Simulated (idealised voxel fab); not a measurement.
Presented below is a process module, voxel air gaps.
Cross-section cut: width 235 nm, square cells of 5 nm.
Cross-sections here: square-cell grids, written as top-down lists of bands, a band being one or more rows of cells. Per band: top height and bottom height in nm, followed by the left-to-right materials and their widths in nm; "everywhere" marks a single material spanning edge to edge, "air" marks empty space. Note: height 0 marks the level under which the wafer is uniformly one material as received. Lowest band unbounded below, written "0 down". Width: "30..40" (first number = top row, second number = bottom row, same change from row to row of cells). Step note "remains unaltered" = no cross-section cell changed. Heads up: "Sealed void list" only lists the empty pockets with no open path to the top that are 8 cells or more, and it writes them as width x height at distance, distance from the left edge, in nm. after a step's settings: what the simulator itself notes on the step. What "overlay nm" on a step's line means: if the step has a mask, that mask lay this far to the right of its planned place, or, when the value is negative, to the left.

The process steps that were planned are listed below:
1 RECEIVE [material Si]
2 CONFORMAL_DEP [material SiO2] [thk nm 10]
3 CONFORMAL_DEP [material SiCN] [thk nm 5]
4 DIRECTIONAL_DEP [material SiO2] [thk nm 40]
5 MASKED_ETCH [tone open] [mask id LINES] [width nm 20] [pitch nm 45] [etch materials SiO2] [depth nm 40] [overlay nm 0]
6 CONFORMAL_DEP [material TiN] [thk nm 5]
7 FILL_DEP [material W] [thk nm 5]
8 CMP [height nm 55]
9 EPI [material Ru] [thk nm 10]
10 SELECTIVE_ETCH [etch materials SiO2] [depth nm 50]
11 CONFORMAL_DEP [material SiCN] [thk nm 5]

So, the first of our two wafers, run just as we planned it:

Here's what the wafer looked like in cross-section when it arrived - that's after step 1:
> 0 down | Si everywhere
> Sealed void list: none

Take a look at the wafer's cross-section after step 2:
> 10 to 0 | SiO2 everywhere
> Under the height 0 nothing was changed.

Take a look at the wafer's cross-section after step 3:
> 15 to 10 | SiCN everywhere
> Under the height 10 nothing was changed.

Take a look at the wafer's cross-section after step 4:
> 55 to 15 | SiO2 everywhere
> Under the height 15 nothing was changed.

Take a look at the wafer's cross-section after step 5:
> 55 to 15 | SiO2: 40, then air: 20, then SiO2: 25, then air: 20, then SiO2: 25, then air: 20, then SiO2: 25, then air: 20, then SiO2: 40
> Under the height 15 nothing was changed.

Take a look at the wafer's cross-section after step 6:
> 60 to 55 | TiN: 45, then air: 10, then TiN: 35, then air: 10, then TiN: 35, then air: 10, then TiN: 35, then air: 10, then TiN: 45
> 55 to 20 | SiO2: 40, then TiN: 5, then air: 10, then TiN: 5, then SiO2: 25, then TiN: 5, then air: 10, then TiN: 5, then SiO2: 25, then TiN: 5, then air: 10, then TiN: 5, then SiO2: 25, then TiN: 5, then air: 10, then TiN: 5, then SiO2: 40
> 20 to 15 | SiO2: 40, then TiN: 20, then SiO2: 25, then TiN: 20, then SiO2: 25, then TiN: 20, then SiO2: 25, then TiN: 20, then SiO2: 40
> Under the height 15 nothing was changed.

Take a look at the wafer's cross-section after step 7:
> 65 to 60 | W everywhere
> 60 to 55 | TiN: 45, then W: 10, then TiN: 35, then W: 10, then TiN: 35, then W: 10, then TiN: 35, then W: 10, then TiN: 45
> 55 to 20 | SiO2: 40, then TiN: 5, then W: 10, then TiN: 5, then SiO2: 25, then TiN: 5, then W: 10, then TiN: 5, then SiO2: 25, then TiN: 5, then W: 10, then TiN: 5, then SiO2: 25, then TiN: 5, then W: 10, then TiN: 5, then SiO2: 40
> Under the height 20 nothing was changed.

Take a look at the wafer's cross-section after step 8:
> 55 to 20 | SiO2: 40, then TiN: 5, then W: 10, then TiN: 5, then SiO2: 25, then TiN: 5, then W: 10, then TiN: 5, then SiO2: 25, then TiN: 5, then W: 10, then TiN: 5, then SiO2: 25, then TiN: 5, then W: 10, then TiN: 5, then SiO2: 40
> Under the height 20 nothing was changed.

Take a look at the wafer's cross-section after step 9:
> 65 to 55 | air: 30, then Ru: 40, then air: 5, then Ru: 40, then air: 5, then Ru: 40, then air: 5, then Ru: 40, then air: 30
> Under the height 55 nothing was changed.

Take a look at the wafer's cross-section after step 10:
> 65 to 55 | air: 30, then Ru: 40, then air: 5, then Ru: 40, then air: 5, then Ru: 40, then air: 5, then Ru: 40, then air: 30
> 55 to 20 | air: 40, then TiN: 5, then W: 10, then TiN: 5, then air: 25, then TiN: 5, then W: 10, then TiN: 5, then air: 25, then TiN: 5, then W: 10, then TiN: 5, then air: 25, then TiN: 5, then W: 10, then TiN: 5, then air: 40
> 20 to 15 | air: 40, then TiN: 20, then air: 25, then TiN: 20, then air: 25, then TiN: 20, then air: 25, then TiN: 20, then air: 40
> Under the height 15 nothing was changed.

Take a look at the wafer's cross-section after step 11:
> 70 to 65 | air: 25, then SiCN: 185, then air: 25
> 65 to 55 | air: 25, then SiCN: 5, then Ru: 40, then SiCN: 5, then Ru: 40, then SiCN: 5, then Ru: 40, then SiCN: 5, then Ru: 40, then SiCN: 5, then air: 25
> 55 to 50 | air: 25, then SiCN: 15, then TiN: 5, then W: 10, then TiN: 5, then SiCN: 25, then TiN: 5, then W: 10, then TiN: 5, then SiCN: 25, then TiN: 5, then W: 10, then TiN: 5, then SiCN: 25, then TiN: 5, then W: 10, then TiN: 5, then SiCN: 15, then air: 25
> 50 to 20 | air: 35, then SiCN: 5, then TiN: 5, then W: 10, then TiN: 5, then SiCN: 5, then air: 15, then SiCN: 5, then TiN: 5, then W: 10, then TiN: 5, then SiCN: 5, then air: 15, then SiCN: 5, then TiN: 5, then W: 10, then TiN: 5, then SiCN: 5, then air: 15, then SiCN: 5, then TiN: 5, then W: 10, then TiN: 5, then SiCN: 5, then air: 35
> 20 to 15 | SiCN: 40, then TiN: 20, then SiCN: 25, then TiN: 20, then SiCN: 25, then TiN: 20, then SiCN: 25, then TiN: 20, then SiCN: 40
> Under the height 15 nothing was changed.
> Sealed void list: 15 x 30 at 65; 15 x 30 at 110; 15 x 30 at 155

Second wafer, same starting state and plan as the first, one mistake in the run, identical through step 4:

Cross-section: second wafer, time at which step 5 was scheduled to end:
> 55 to 15 | air: 40, then SiO2: 20, then air: 25, then SiO2: 20, then air: 25, then SiO2: 20, then air: 25, then SiO2: 20, then air: 40
> Under the height 15 nothing was changed.

Cross-section: second wafer, time at which step 6 was scheduled to end:
> 60 to 55 | air: 35, then TiN: 30, then air: 15, then TiN: 30, then air: 15, then TiN: 30, then air: 15, then TiN: 30, then air: 35
> 55 to 20 | air: 35, then TiN: 5, then SiO2: 20, then TiN: 5, then air: 15, then TiN: 5, then SiO2: 20, then TiN: 5, then air: 15, then TiN: 5, then SiO2: 20, then TiN: 5, then air: 15, then TiN: 5, then SiO2: 20, then TiN: 5, then air: 35
> 20 to 15 | TiN: 40, then SiO2: 20, then TiN: 25, then SiO2: 20, then TiN: 25, then SiO2: 20, then TiN: 25, then SiO2: 20, then TiN: 40
> Under the height 15 nothing was changed.

Cross-section: second wafer, time at which step 7 was scheduled to end:
> 65 to 60 | W everywhere
> 60 to 55 | W: 35, then TiN: 30, then W: 15, then TiN: 30, then W: 15, then TiN: 30, then W: 15, then TiN: 30, then W: 35
> 55 to 20 | W: 35, then TiN: 5, then SiO2: 20, then TiN: 5, then W: 15, then TiN: 5, then SiO2: 20, then TiN: 5, then W: 15, then TiN: 5, then SiO2: 20, then TiN: 5, then W: 15, then TiN: 5, then SiO2: 20, then TiN: 5, then W: 35
> Under the height 20 nothing was changed.

Cross-section: second wafer, time at which step 8 was scheduled to end:
> 55 to 20 | W: 35, then TiN: 5, then SiO2: 20, then TiN: 5, then W: 15, then TiN: 5, then SiO2: 20, then TiN: 5, then W: 15, then TiN: 5, then SiO2: 20, then TiN: 5, then W: 15, then TiN: 5, then SiO2: 20, then TiN: 5, then W: 35
> Under the height 20 nothing was changed.

Cross-section: second wafer, time at which step 9 was scheduled to end:
> 65 to 55 | Ru everywhere
> Under the height 55 nothing was changed.

Cross-section: second wafer, time at which step 10 was scheduled to end: remains unaltered

Cross-section: second wafer, time at which step 11 was scheduled to end:
> 70 to 65 | SiCN everywhere
> Under the height 65 nothing was changed.
Deviation from plan: step 5 ran with different settings than intended, the actual operation and settings being MASKED_ETCH [tone cover] [mask id LINES] [width nm 20] [pitch nm 45] [etch materials SiO2] [depth nm 40] [overlay nm 0]
Heads up, by the end the second wafer has more or fewer cells of some materials compared to the first: Ru: 30 more | SiCN: 100 fewer | SiO2: 128 more | TiN: 15 more | W: 105 more
Final count of closed voids per wafer: 3 in the first, 0 in the second.
